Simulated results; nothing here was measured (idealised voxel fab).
Proc. module: voxel fin reveal
Cross-sectional view cut (width: 245 nm; square cell size: 5 nm).
When this document writes out a cross-section, it uses a grid of square cells and lists it as bands, beginning at the top and moving down, with a band standing for one or more rows of cells. First you get the band's top height and its bottom height, in nm, and then the materials it's made of, left to right, with each width in nm. If you see a single material with "full width", that one covers the band edge to edge. "empty" is empty space. Heights from 0 (as-received wafer is one material below). Bottom band endless downward, as "from 0 down". A two-number width, for instance "30->40", indicates that the width is equal to the first number in the top row of the band and to the second number in the bottom row, and that it changes by a constant amount per row of cells. Given "no modifications" for a step, no cell of the cross-section differs between before and after that step. You'll see "Enclosed void catalog" listing empty spaces that have no way open to the top, as long as they're 8 cells or more; the notation is width x height at distance, where the distance is from the left edge, and all of it is in nm. What comes after the settings on a step's line is commentary from the simulator itself on that step. Among the settings permitted on a step's line is "overlay nm"; applied to a step with a mask, it specifies the extent to which the mask lay to the right of its planned position, whereas a negative figure signifies a position to the left.

[Planned process steps]
1,RECEIVE [material Si]
2,CONFORMAL_DEP [material SiN] [thk nm 5]
3,MASKED_ETCH [tone cover] [mask id FINS] [width nm 15] [pitch nm 45] [etch materials SiN] [depth nm 5] [overlay nm 0]
4,MASKED_ETCH [tone cover] [mask id FINS] [width nm 15] [pitch nm 45] [etch materials Si] [depth nm 30] [overlay nm 0]
5,OXIDIZE [depth nm 5]
6,FILL_DEP [material SiO2] [thk nm 10]
7,CMP [height nm 5]
8,SELECTIVE_ETCH [etch materials SiO2] [depth nm 20]
9,STRIP [etch materials SiN]
10,CONFORMAL_DEP [material HfO2] [thk nm 5]

[First of two wafers: run as planned]

[This is the cross-section of the wafer as we received it, i.e. after step 1]
    from 0 down: Si full width
    Enclosed void catalog: none

[Once step 2 is through, the wafer looks like this in cross-section]
    from 5 to 0: SiN full width
    Below 0 it's all the same as before, nothing changed down there.

[Once step 3 is through, the wafer looks like this in cross-section]
    from 5 to 0: 70 nm empty  15 nm SiN  30 nm empty  15 nm SiN  30 nm empty  15 nm SiN  70 nm empty
    Below 0 it's all the same as before, nothing changed down there.

[Once step 4 is through, the wafer looks like this in cross-section]
    from 5 to 0: 70 nm empty  15 nm SiN  30 nm empty  15 nm SiN  30 nm empty  15 nm SiN  70 nm empty
    from 0 to -30: 70 nm empty  15 nm Si  30 nm empty  15 nm Si  30 nm empty  15 nm Si  70 nm empty
    Below -30 it's all the same as before, nothing changed down there.

[Once step 5 is through, the wafer looks like this in cross-section]
    from 5 to 0: 70 nm empty  15 nm SiN  30 nm empty  15 nm SiN  30 nm empty  15 nm SiN  70 nm empty
    from 0 to -30: 70 nm empty  5 nm SiO2  5 nm Si  5 nm SiO2  30 nm empty  5 nm SiO2  5 nm Si  5 nm SiO2  30 nm empty  5 nm SiO2  5 nm Si  5 nm SiO2  70 nm empty
    from -30 to -35: 75 nm SiO2  5 nm Si  40 nm SiO2  5 nm Si  40 nm SiO2  5 nm Si  75 nm SiO2
    Below -35 it's all the same as before, nothing changed down there.

[Once step 6 is through, the wafer looks like this in cross-section]
    from 15 to 5: SiO2 full width
    from 5 to 0: 70 nm SiO2  15 nm SiN  30 nm SiO2  15 nm SiN  30 nm SiO2  15 nm SiN  70 nm SiO2
    from 0 to -35: 75 nm SiO2  5 nm Si  40 nm SiO2  5 nm Si  40 nm SiO2  5 nm Si  75 nm SiO2
    Below -35 it's all the same as before, nothing changed down there.

[Once step 7 is through, the wafer looks like this in cross-section]
    from 5 to 0: 70 nm SiO2  15 nm SiN  30 nm SiO2  15 nm SiN  30 nm SiO2  15 nm SiN  70 nm SiO2
    Below 0 it's all the same as before, nothing changed down there.

[Once step 8 is through, the wafer looks like this in cross-section]
    from 5 to 0: 70 nm empty  15 nm SiN  30 nm empty  15 nm SiN  30 nm empty  15 nm SiN  70 nm empty
    from 0 to -15: 75 nm empty  5 nm Si  40 nm empty  5 nm Si  40 nm empty  5 nm Si  75 nm empty
    Below -15 it's all the same as before, nothing changed down there.

[Once step 9 is through, the wafer looks like this in cross-section]
    from 0 to -15: 75 nm empty  5 nm Si  40 nm empty  5 nm Si  40 nm empty  5 nm Si  75 nm empty
    Below -15 it's all the same as before, nothing changed down there.

[Once step 10 is through, the wafer looks like this in cross-section]
    from 5 to 0: 70 nm empty  15 nm HfO2  30 nm empty  15 nm HfO2  30 nm empty  15 nm HfO2  70 nm empty
    from 0 to -10: 70 nm empty  5 nm HfO2  5 nm Si  5 nm HfO2  30 nm empty  5 nm HfO2  5 nm Si  5 nm HfO2  30 nm empty  5 nm HfO2  5 nm Si  5 nm HfO2  70 nm empty
    from -10 to -15: 75 nm HfO2  5 nm Si  40 nm HfO2  5 nm Si  40 nm HfO2  5 nm Si  75 nm HfO2
    Below -15 it's all the same as before, nothing changed down there.

[The second wafer was prepared from the same starting point and under the same plan as the first; its processing contained one mistake, and it remains indistinguishable from the first wafer up to and including step 7]

[Second wafer cross-section, taken as of the time the plan sets for step 8 to be done]
    from 5 to 0: 70 nm empty  15 nm SiN  30 nm empty  15 nm SiN  30 nm empty  15 nm SiN  70 nm empty
    from 0 to -35: 75 nm empty  5 nm Si  40 nm empty  5 nm Si  40 nm empty  5 nm Si  75 nm empty
    Below -35 it's all the same as before, nothing changed down there.

[Second wafer cross-section, taken as of the time the plan sets for step 9 to be done]
    from 0 to -35: 75 nm empty  5 nm Si  40 nm empty  5 nm Si  40 nm empty  5 nm Si  75 nm empty
    Below -35 it's all the same as before, nothing changed down there.

[Second wafer cross-section, taken as of the time the plan sets for step 10 to be done]
    from 5 to 0: 70 nm empty  15 nm HfO2  30 nm empty  15 nm HfO2  30 nm empty  15 nm HfO2  70 nm empty
    from 0 to -30: 70 nm empty  5 nm HfO2  5 nm Si  5 nm HfO2  30 nm empty  5 nm HfO2  5 nm Si  5 nm HfO2  30 nm empty  5 nm HfO2  5 nm Si  5 nm HfO2  70 nm empty
    from -30 to -35: 75 nm HfO2  5 nm Si  40 nm HfO2  5 nm Si  40 nm HfO2  5 nm Si  75 nm HfO2
    Below -35 it's all the same as before, nothing changed down there.
what went wrong: it should be noted that step 8 of the plan was executed twice
Counted in cells at the end, the second wafer holds more or fewer of these materials than the first: +24 HfO2; -184 SiO2
